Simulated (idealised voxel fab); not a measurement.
Process module in this document: voxel spacer lines
The cross-section on display is named cut; it measures 300 nm wide, and its cells are 5 nm squares.
If you're reading a cross-section in this doc, picture square cells in a grid; it comes to you as bands, top ones listed first down to the bottom, and a band can be one or more rows of cells. Band entry format. Leading values: height of top, height of bottom, nm. Remainder: materials in left-to-right order, each with its width in nm. Special words: "all across" on a single material, which then fills the band edge to edge; "empty", empty space. Ref level 0: as-received wafer is one material below here. Bottom band extends down with no lower bound ("0 down"). When a width is written as two numbers, as in "30..40", the first number is the width in the top row of cells of the band and the second is the width in its bottom row, and the width changes by the same amount from each row to the next. A step reported as "no change" is a step in which no cell of the cross-section changed. Each empty space that has no open way to the top and spans at least 8 cells appears under "Unvented internal voids" as width x height at distance, the distance counted from the left edge, all in nm. after a step's settings: what the simulator itself notes on the step. Each step line may optionally specify "overlay nm", which for a step with a mask gives the rightward distance between the mask's planned place and where it lay, a negative value indicating the leftward direction.

## plan
- 1: RECEIVE, material Si
- 2: CONFORMAL_DEP, material Al2O3, thk nm 10
- 3: DIRECTIONAL_DEP, material W, thk nm 15
- 4: DIRECTIONAL_DEP, material polySi, thk nm 25
- 5: PATTERN, tone cover, mask id MANDREL, material resist, width nm 15, pitch nm 50, thk nm 30, overlay nm 0
- 6: DIRECTIONAL_ETCH, etch materials polySi, depth nm 25
- 7: STRIP, etch materials resist
- 8: CONFORMAL_DEP, material SiO2, thk nm 10
- 9: DIRECTIONAL_ETCH, etch materials SiO2, depth nm 10
- 10: STRIP, etch materials polySi
- 11: DIRECTIONAL_ETCH, etch materials W, depth nm 15
- 12: STRIP, etch materials SiO2
- 13: FILL_DEP, material SiO2, thk nm 5
- 14: CMP, height nm 25

## Incoming wafer in cross-section (state: after step 1)
- 0 down | Si all across
- Unvented internal voids: none

## Here's the wafer cut in cross-section after the module, started and planned just like above, except one thing was done wrong in the run
- 25 to 20 | SiO2: 105 | W: 35 | SiO2: 15 | W: 35 | SiO2: 110
- 20 to 10 | W all across
- 10 to 0 | Al2O3 all across
- 0 down | Si all across
- Unvented internal voids: none
what went wrong: step 8 went in with a setting other than planned; the actual run was CONFORMAL_DEP, material W, thk nm 10
